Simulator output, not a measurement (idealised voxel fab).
Presented below is a process module, voxel tone inversion.
In the cross-section labelled cut, the width is 275 nm and each square cell is 5 nm.
Cross-sections here: square-cell grids, written as top-down lists of bands, a band being one or more rows of cells.
Within each band entry, the heights of the top and of the bottom of the band appear first, in that order and in nm; the materials of the band then follow from left to right, each with its corresponding width in nm. The designation "edge to edge" on a single material indicates that it fills the band from edge to edge; the designation "empty" indicates empty space.
Note: height 0 marks the level under which the wafer is uniformly one material as received. Lowest band unbounded below, written "0..down".
You'd read "30 to 40" like this: the band's top row of cells is as wide as the first number, its bottom row is as wide as the second, and going down, every row changes width by the same amount as the row before did.
The cross-section has no changed cell in any step marked "no modifications".
Heads up: "Entrapped voids" only lists the empty pockets with no open path to the top that are 8 cells or more, and it writes them as width x height at distance, distance from the left edge, in nm.
Step line, after settings: the simulator's comment on this step.
overlay nm: right-of-plan distance of the mask on a masked step; negative values mean left-of-plan.
Planned process steps:
step 1: RECEIVE, material Si
step 2: CONFORMAL_DEP, material SiN, thk nm 10
step 3: DIRECTIONAL_DEP, material aC, thk nm 15
step 4: PATTERN, tone cover, mask id POSTS, material resist, width nm 25, pitch nm 45, thk nm 20, overlay nm 0
step 5: DIRECTIONAL_ETCH, etch materials aC, depth nm 15
step 6: STRIP, etch materials resist
step 7: FILL_DEP, material SiO2, thk nm 5
step 8: CMP, height nm 25
step 9: STRIP, etch materials aC
step 10: CONFORMAL_DEP, material TiN, thk nm 5
step 11: FILL_DEP, material Cu, thk nm 5
step 12: CMP, height nm 25
step 13: CONFORMAL_DEP, material SiN, thk nm 5
Below: the first of two wafers, run as planned:
This is the cross-section of the wafer as we received it, i.e. after step 1:
> 0..down  Si edge to edge
> Entrapped voids: none
Cross-section through the wafer, step 2 finished:
> 10..0  SiN edge to edge
> Heights below 0 show no change.
Cross-section through the wafer, step 3 finished:
> 25..10  aC edge to edge
> Heights below 10 show no change.
Cross-section through the wafer, step 4 finished:
> 45..25  empty=55 | resist=25 | empty=20 | resist=25 | empty=20 | resist=25 | empty=20 | resist=25 | empty=60
> Heights below 25 show no change.
Cross-section through the wafer, step 5 finished:
> 30..25  empty=55 | resist=25 | empty=20 | resist=25 | empty=20 | resist=25 | empty=20 | resist=25 | empty=60
> 25..10  empty=55 | aC=25 | empty=20 | aC=25 | empty=20 | aC=25 | empty=20 | aC=25 | empty=60
> Heights below 10 show no change.
Cross-section through the wafer, step 6 finished:
> 25..10  empty=55 | aC=25 | empty=20 | aC=25 | empty=20 | aC=25 | empty=20 | aC=25 | empty=60
> Heights below 10 show no change.
Cross-section through the wafer, step 7 finished:
> 30..25  SiO2 edge to edge
> 25..10  SiO2=55 | aC=25 | SiO2=20 | aC=25 | SiO2=20 | aC=25 | SiO2=20 | aC=25 | SiO2=60
> Heights below 10 show no change.
Cross-section through the wafer, step 8 finished:
> 25..10  SiO2=55 | aC=25 | SiO2=20 | aC=25 | SiO2=20 | aC=25 | SiO2=20 | aC=25 | SiO2=60
> Heights below 10 show no change.
Cross-section through the wafer, step 9 finished:
> 25..10  SiO2=55 | empty=25 | SiO2=20 | empty=25 | SiO2=20 | empty=25 | SiO2=20 | empty=25 | SiO2=60
> Heights below 10 show no change.
Cross-section through the wafer, step 10 finished:
> 30..25  TiN=60 | empty=15 | TiN=30 | empty=15 | TiN=30 | empty=15 | TiN=30 | empty=15 | TiN=65
> 25..15  SiO2=55 | TiN=5 | empty=15 | TiN=5 | SiO2=20 | TiN=5 | empty=15 | TiN=5 | SiO2=20 | TiN=5 | empty=15 | TiN=5 | SiO2=20 | TiN=5 | empty=15 | TiN=5 | SiO2=60
> 15..10  SiO2=55 | TiN=25 | SiO2=20 | TiN=25 | SiO2=20 | TiN=25 | SiO2=20 | TiN=25 | SiO2=60
> Heights below 10 show no change.
Cross-section through the wafer, step 11 finished:
> 35..30  Cu edge to edge
> 30..25  TiN=60 | Cu=15 | TiN=30 | Cu=15 | TiN=30 | Cu=15 | TiN=30 | Cu=15 | TiN=65
> 25..15  SiO2=55 | TiN=5 | Cu=15 | TiN=5 | SiO2=20 | TiN=5 | Cu=15 | TiN=5 | SiO2=20 | TiN=5 | Cu=15 | TiN=5 | SiO2=20 | TiN=5 | Cu=15 | TiN=5 | SiO2=60
> Heights below 15 show no change.
Cross-section through the wafer, step 12 finished:
> 25..15  SiO2=55 | TiN=5 | Cu=15 | TiN=5 | SiO2=20 | TiN=5 | Cu=15 | TiN=5 | SiO2=20 | TiN=5 | Cu=15 | TiN=5 | SiO2=20 | TiN=5 | Cu=15 | TiN=5 | SiO2=60
> Heights below 15 show no change.
Cross-section through the wafer, step 13 finished:
> 30..25  SiN edge to edge
> Heights below 25 show no change.
Second wafer. Start and plan as for the first. One mistake made in running. Agrees with the first up to and including step 3:
Cross-section of the second wafer when, according to plan, step 4 should have finished:
> 45..25  empty=60 | resist=25 | empty=20 | resist=25 | empty=20 | resist=25 | empty=20 | resist=25 | empty=55
> Heights below 25 show no change.
Cross-section of the second wafer when, according to plan, step 5 should have finished:
> 30..25  empty=60 | resist=25 | empty=20 | resist=25 | empty=20 | resist=25 | empty=20 | resist=25 | empty=55
> 25..10  empty=60 | aC=25 | empty=20 | aC=25 | empty=20 | aC=25 | empty=20 | aC=25 | empty=55
> Heights below 10 show no change.
Cross-section of the second wafer when, according to plan, step 6 should have finished:
> 25..10  empty=60 | aC=25 | empty=20 | aC=25 | empty=20 | aC=25 | empty=20 | aC=25 | empty=55
> Heights below 10 show no change.
Cross-section of the second wafer when, according to plan, step 7 should have finished:
> 30..25  SiO2 edge to edge
> 25..10  SiO2=60 | aC=25 | SiO2=20 | aC=25 | SiO2=20 | aC=25 | SiO2=20 | aC=25 | SiO2=55
> Heights below 10 show no change.
Cross-section of the second wafer when, according to plan, step 8 should have finished:
> 25..10  SiO2=60 | aC=25 | SiO2=20 | aC=25 | SiO2=20 | aC=25 | SiO2=20 | aC=25 | SiO2=55
> Heights below 10 show no change.
Cross-section of the second wafer when, according to plan, step 9 should have finished:
> 25..10  SiO2=60 | empty=25 | SiO2=20 | empty=25 | SiO2=20 | empty=25 | SiO2=20 | empty=25 | SiO2=55
> Heights below 10 show no change.
Cross-section of the second wafer when, according to plan, step 10 should have finished:
> 30..25  TiN=65 | empty=15 | TiN=30 | empty=15 | TiN=30 | empty=15 | TiN=30 | empty=15 | TiN=60
> 25..15  SiO2=60 | TiN=5 | empty=15 | TiN=5 | SiO2=20 | TiN=5 | empty=15 | TiN=5 | SiO2=20 | TiN=5 | empty=15 | TiN=5 | SiO2=20 | TiN=5 | empty=15 | TiN=5 | SiO2=55
> 15..10  SiO2=60 | TiN=25 | SiO2=20 | TiN=25 | SiO2=20 | TiN=25 | SiO2=20 | TiN=25 | SiO2=55
> Heights below 10 show no change.
Cross-section of the second wafer when, according to plan, step 11 should have finished:
> 35..30  Cu edge to edge
> 30..25  TiN=65 | Cu=15 | TiN=30 | Cu=15 | TiN=30 | Cu=15 | TiN=30 | Cu=15 | TiN=60
> 25..15  SiO2=60 | TiN=5 | Cu=15 | TiN=5 | SiO2=20 | TiN=5 | Cu=15 | TiN=5 | SiO2=20 | TiN=5 | Cu=15 | TiN=5 | SiO2=20 | TiN=5 | Cu=15 | TiN=5 | SiO2=55
> Heights below 15 show no change.
Cross-section of the second wafer when, according to plan, step 12 should have finished:
> 25..15  SiO2=60 | TiN=5 | Cu=15 | TiN=5 | SiO2=20 | TiN=5 | Cu=15 | TiN=5 | SiO2=20 | TiN=5 | Cu=15 | TiN=5 | SiO2=20 | TiN=5 | Cu=15 | TiN=5 | SiO2=55
> Heights below 15 show no change.
Cross-section of the second wafer when, according to plan, step 13 should have finished:
> 30..25  SiN edge to edge
> Heights below 25 show no change.
Short version of what went wrong: for step 4, the planned setting was not used; the step was instead run as PATTERN, tone cover, mask id POSTS, material resist, width nm 25, pitch nm 45, thk nm 20, overlay nm 5
Matching per-material cell counts, mismatched positions: that is how the second wafer compares with the first at the end.
